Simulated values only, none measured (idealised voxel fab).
process module | voxel trench capacitor
cross-section cut | 250 nm wide | cells 5 nm
A cross-section is a grid of square cells, given in bands from the top down. A band is one or more rows of cells.
Each band's line starts with the height of the band's top and of its bottom, in nm. Then come its materials from left to right, each with its width in nm. One material with "throughout" fills the band from edge to edge. "air" is empty space.
Height 0 is the level under which the wafer as received is all one material. The lowest band goes on downwards, as in "0 down".
A width such as "30 to 40" changes by the same amount from each row of cells to the next, from the band's top row to its bottom row.
"no change" after a step means that no cell of the cross-section changed.
closed voids: empty space of 8 cells or more with no open way to the top, each as width x height at its distance from the left edge, in nm
after a step's settings: what the simulator itself notes on the step
overlay nm, on a step with a mask: how far to the right of its planned place the mask lay; to the left if negative
plan
1 op RECEIVE | material Si
2 op CONFORMAL_DEP | material SiN | thk nm 10
3 op PATTERN | tone open | mask id TRENCH | material resist | width nm 30 | pitch nm 55 | thk nm 15 | overlay nm 0
4 op DIRECTIONAL_ETCH | etch materials SiN | depth nm 10
5 op DIRECTIONAL_ETCH | etch materials Si | depth nm 40
6 op STRIP | etch materials resist
7 op CONFORMAL_DEP | material Al2O3 | thk nm 5
8 op CONFORMAL_DEP | material TiN | thk nm 5
9 op FILL_DEP | material W | thk nm 5
10 op CMP | height nm 10
as received, after step 1
  0 down: Si throughout
  closed voids: none
first wafer at the end, as planned
  10 to 0: SiN 25 | Al2O3 5 | TiN 5 | W 10 | TiN 5 | Al2O3 5 | SiN 25 | Al2O3 5 | TiN 5 | W 10 | TiN 5 | Al2O3 5 | SiN 25 | Al2O3 5 | TiN 5 | W 10 | TiN 5 | Al2O3 5 | SiN 25 | Al2O3 5 | TiN 5 | W 10 | TiN 5 | Al2O3 5 | SiN 30
  0 to -30: Si 25 | Al2O3 5 | TiN 5 | W 10 | TiN 5 | Al2O3 5 | Si 25 | Al2O3 5 | TiN 5 | W 10 | TiN 5 | Al2O3 5 | Si 25 | Al2O3 5 | TiN 5 | W 10 | TiN 5 | Al2O3 5 | Si 25 | Al2O3 5 | TiN 5 | W 10 | TiN 5 | Al2O3 5 | Si 30
  -30 to -35: Si 25 | Al2O3 5 | TiN 20 | Al2O3 5 | Si 25 | Al2O3 5 | TiN 20 | Al2O3 5 | Si 25 | Al2O3 5 | TiN 20 | Al2O3 5 | Si 25 | Al2O3 5 | TiN 20 | Al2O3 5 | Si 30
  -35 to -40: Si 25 | Al2O3 30 | Si 25 | Al2O3 30 | Si 25 | Al2O3 30 | Si 25 | Al2O3 30 | Si 30
  -40 down: Si throughout
  closed voids: none
second wafer at the end: like start, like plan, one mistake
  10 to 0: SiN 25 | Al2O3 5 | TiN 5 | W 10 | TiN 5 | Al2O3 5 | SiN 25 | Al2O3 5 | TiN 5 | W 10 | TiN 5 | Al2O3 5 | SiN 25 | Al2O3 5 | TiN 5 | W 10 | TiN 5 | Al2O3 5 | SiN 25 | Al2O3 5 | TiN 5 | W 10 | TiN 5 | Al2O3 5 | SiN 30
  0 to -70: Si 25 | Al2O3 5 | TiN 5 | W 10 | TiN 5 | Al2O3 5 | Si 25 | Al2O3 5 | TiN 5 | W 10 | TiN 5 | Al2O3 5 | Si 25 | Al2O3 5 | TiN 5 | W 10 | TiN 5 | Al2O3 5 | Si 25 | Al2O3 5 | TiN 5 | W 10 | TiN 5 | Al2O3 5 | Si 30
  -70 to -75: Si 25 | Al2O3 5 | TiN 20 | Al2O3 5 | Si 25 | Al2O3 5 | TiN 20 | Al2O3 5 | Si 25 | Al2O3 5 | TiN 20 | Al2O3 5 | Si 25 | Al2O3 5 | TiN 20 | Al2O3 5 | Si 30
  -75 to -80: Si 25 | Al2O3 30 | Si 25 | Al2O3 30 | Si 25 | Al2O3 30 | Si 25 | Al2O3 30 | Si 30
  -80 down: Si throughout
  closed voids: none
what went wrong: step 5 was run twice
at the end the second wafer has, in cells: 64 more of Al2O3 | 192 fewer of Si | 64 more of TiN | 64 more of W
